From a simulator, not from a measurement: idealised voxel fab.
process module | voxel released beams
In the cross-section labelled cut, the width is 180 nm and each square cell is 5 nm.
How to read a cross-section here: the picture is a grid of square cells, written as bands going from the top down, and any band can span one or more rows of cells. What a band's entry tells you: where the top is and where the bottom is, as heights in nm, and after that what lies inside, material by material from left to right, each with its width in nm. Empty space is written as the word "blank", and a single material marked with the word "everywhere" occupies the band from edge to edge. Basically, 0 is our baseline, since under it the wafer straight out of the box is all one material. The bottom band has no lower end and keeps on going down, so it looks like "z 0 and below". You'd read "30..40" like this: the band's top row of cells is as wide as the first number, its bottom row is as wide as the second, and going down, every row changes width by the same amount as the row before did. It should be understood that the words "nothing altered", when stated for a given step, signify that the cross-section underwent no change in any of its cells during that step. Listed in "Closed internal cavities": every empty space of 8 or more cells without an open way to the top. Form: width x height at distance, the distance being from the left edge, all in nm. On a step's line, text after the settings is the simulator commenting on that step. Regarding "overlay nm": on a step with a mask, it is the distance the mask lay to the right of its planned place; a negative value places it to the left.

-- plan
| 1 | RECEIVE: material Si |
| 2 | CONFORMAL_DEP: material Al2O3, thk nm 5 |
| 3 | DIRECTIONAL_DEP: material SiO2, thk nm 20 |
| 4 | PATTERN: tone open, mask id ANCHOR, material resist, width nm 30, thk nm 20, overlay nm 0 |
| 5 | DIRECTIONAL_ETCH: etch materials SiO2, depth nm 20 |
| 6 | STRIP: etch materials resist |
| 7 | CONFORMAL_DEP: material polySi, thk nm 15 |
| 8 | DIRECTIONAL_DEP: material aC, thk nm 10 |
| 9 | PATTERN: tone cover, mask id BEAM, material resist, width nm 120, thk nm 25, overlay nm 0 |
| 10 | DIRECTIONAL_ETCH: etch materials aC, depth nm 10 |
| 11 | STRIP: etch materials resist |
| 12 | DIRECTIONAL_ETCH: etch materials polySi, depth nm 15 |
| 13 | STRIP: etch materials aC |
| 14 | STRIP: etch materials SiO2 |
Be aware that, although all wafers share a common starting state, the width nm at step 4 differs among them, and the plan displays the first wafer's value.

-- The as-received cross-section of the first of several wafers corresponds to the state after step 1
    z 0 and below  Si everywhere
    Closed internal cavities: none

-- Module end state after final step 14: cross-section of the first of several wafers
    z 40 to 25  blank: 25; polySi: 120; blank: 35
    z 25 to 5  blank: 35; polySi: 30; blank: 115
    z 5 to 0  Al2O3 everywhere
    z 0 and below  Si everywhere
    Closed internal cavities: none

-- A cross-section through the last wafer at the close of the module
    z 40 to 25  blank: 25; polySi: 15; blank: 25; polySi: 80; blank: 35
    z 25 to 20  blank: 25; polySi: 15; blank: 25; polySi: 15; blank: 100
    z 20 to 5  blank: 25; polySi: 55; blank: 100
    z 5 to 0  Al2O3 everywhere
    z 0 and below  Si everywhere
    Closed internal cavities: none

-- Each row below is a wafer at the end of the module, listing for every material the number of cells it has gained (+) or lost (-) since it was received, followed by its closed voids
width nm 30; +36 Al2O3; +96 polySi; Closed internal cavities: none
width nm 35; +36 Al2O3; +96 polySi; Closed internal cavities: none
width nm 40; +36 Al2O3; +96 polySi; Closed internal cavities: none
width nm 45; +36 Al2O3; +96 polySi; Closed internal cavities: none
width nm 50; +36 Al2O3; +96 polySi; Closed internal cavities: none
width nm 55; +36 Al2O3; +96 polySi; Closed internal cavities: none
